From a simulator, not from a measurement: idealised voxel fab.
Process module under the name voxel wiring stack
Shown is cross-section cut, with a width of 275 nm and square cells of size 5 nm.
Reading order for cross-sections: top band down to bottom band. Underlying form: a grid of square cells. Band size: one or more rows of cells. Quick guide to a band line: top height, bottom height (nm) up front; then every material left to right with its width in nm. Only one material and it's marked "full width"? Then it fills the band edge to edge. And "air" just means empty space. Basically, 0 is our baseline, since under it the wafer straight out of the box is all one material. The bottom band has no lower end and keeps on going down, so it looks like "0 down". Width: "30..40" (first number = top row, second number = bottom row, same change from row to row of cells). Given "everything unchanged" for a step, no cell of the cross-section differs between before and after that step. "Fully sealed voids" - sealed voids, min. 8 cells, no opening to top; format: width x height at distance (distance from left edge; nm throughout). Anything after a step's settings on that line? It's the simulator's own note about the step. Among the settings permitted on a step's line is "overlay nm"; applied to a step with a mask, it specifies the extent to which the mask lay to the right of its planned position, whereas a negative figure signifies a position to the left.
These are the steps we planned for the process
step 1: RECEIVE (material Si)
step 2: CONFORMAL_DEP (material SiO2; thk nm 15)
step 3: DIRECTIONAL_DEP (material TiN; thk nm 5)
step 4: DIRECTIONAL_DEP (material Ru; thk nm 25)
step 5: DIRECTIONAL_DEP (material aC; thk nm 15)
step 6: PATTERN (tone cover; mask id METAL_1; material resist; width nm 20; pitch nm 40; thk nm 30; overlay nm 0)
step 7: DIRECTIONAL_ETCH (etch materials aC; depth nm 15)
step 8: STRIP (etch materials resist)
step 9: DIRECTIONAL_ETCH (etch materials Ru; depth nm 25)
step 10: DIRECTIONAL_ETCH (etch materials TiN; depth nm 5)
step 11: STRIP (etch materials aC)
step 12: FILL_DEP (material SiO2; thk nm 5)
step 13: CMP (height nm 45)
step 14: CONFORMAL_DEP (material SiCN; thk nm 5)
step 15: DIRECTIONAL_DEP (material lowk; thk nm 30)
step 16: PATTERN (tone open; mask id METAL_2_HOLES; material resist; width nm 15; pitch nm 80; thk nm 15; overlay nm 0)
step 17: DIRECTIONAL_ETCH (etch materials lowk; depth nm 30)
step 18: STRIP (etch materials resist)
step 19: PATTERN (tone open; mask id METAL_2; material resist; width nm 20; pitch nm 40; thk nm 15; overlay nm 0)
step 20: DIRECTIONAL_ETCH (etch materials lowk; depth nm 20)
step 21: DIRECTIONAL_ETCH (etch materials SiCN; depth nm 5)
step 22: STRIP (etch materials resist)
step 23: CONFORMAL_DEP (material TiN; thk nm 5)
step 24: FILL_DEP (material Ru; thk nm 5)
step 25: CMP (height nm 80)
step 26: CONFORMAL_DEP (material SiCN; thk nm 5)
step 27: DIRECTIONAL_DEP (material SiO2; thk nm 35)
step 28: DIRECTIONAL_DEP (material aC; thk nm 10)
step 29: PATTERN (tone open; mask id METAL_3; material resist; width nm 20; pitch nm 40; thk nm 30; overlay nm 0)
step 30: DIRECTIONAL_ETCH (etch materials aC; depth nm 10)
step 31: STRIP (etch materials resist)
step 32: DIRECTIONAL_ETCH (etch materials SiO2; depth nm 20)
step 33: STRIP (etch materials aC)
step 34: MASKED_ETCH (tone open; mask id METAL_3_HOLES; width nm 15; pitch nm 80; etch materials SiO2; depth nm 15; overlay nm 0)
step 35: MASKED_ETCH (tone open; mask id METAL_3_HOLES; width nm 15; pitch nm 80; etch materials SiCN; depth nm 5; overlay nm 0)
step 36: CONFORMAL_DEP (material TiN; thk nm 5)
step 37: FILL_DEP (material Cu; thk nm 10)
step 38: CMP (height nm 120)
step 39: CONFORMAL_DEP (material SiN; thk nm 5)
Wafer at receipt (post step 1), cross-section
	0 down | Si full width
	Fully sealed voids: none
Final wafer profile in cross-section after the module, from the same start and plan as above, with one mistake made during processing
	125 to 120 | SiN full width
	120 to 110 | 75 Cu  5 TiN  5 SiO2  5 TiN  10 Cu  5 TiN  20 SiO2  5 TiN  25 Cu  5 TiN  5 SiO2  5 TiN  10 Cu  5 TiN  20 SiO2  5 TiN  65 Cu
	110 to 105 | 60 Cu  20 TiN  5 SiO2  5 TiN  10 Cu  5 TiN  20 SiO2  5 TiN  10 Cu  20 TiN  5 SiO2  5 TiN  10 Cu  5 TiN  20 SiO2  5 TiN  65 Cu
	105 to 100 | 65 TiN  20 SiO2  20 TiN  20 SiO2  20 TiN  20 SiO2  20 TiN  20 SiO2  70 TiN
	100 to 85 | SiO2 full width
	85 to 80 | SiCN full width
	80 to 65 | 65 lowk  5 TiN  10 Ru  5 TiN  20 lowk  5 TiN  10 Ru  5 TiN  20 lowk  5 TiN  10 Ru  5 TiN  20 lowk  5 TiN  10 Ru  5 TiN  70 lowk
	65 to 60 | 65 lowk  5 TiN  5 Ru  10 TiN  20 lowk  20 TiN  20 lowk  5 TiN  5 Ru  10 TiN  20 lowk  20 TiN  70 lowk
	60 to 50 | 65 lowk  5 TiN  5 Ru  5 TiN  65 lowk  5 TiN  5 Ru  5 TiN  115 lowk
	50 to 45 | 65 SiCN  15 TiN  65 SiCN  15 TiN  115 SiCN
	45 to 20 | 65 SiO2  20 Ru  20 SiO2  20 Ru  20 SiO2  20 Ru  20 SiO2  20 Ru  70 SiO2
	20 to 15 | 65 SiO2  20 TiN  20 SiO2  20 TiN  20 SiO2  20 TiN  20 SiO2  20 TiN  70 SiO2
	15 to 0 | SiO2 full width
	0 down | Si full width
	Fully sealed voids: none
Against the plan, the run slipped here: step 29 was not run as planned; what actually ran was PATTERN (tone cover; mask id METAL_3; material resist; width nm 20; pitch nm 40; thk nm 30; overlay nm 0)
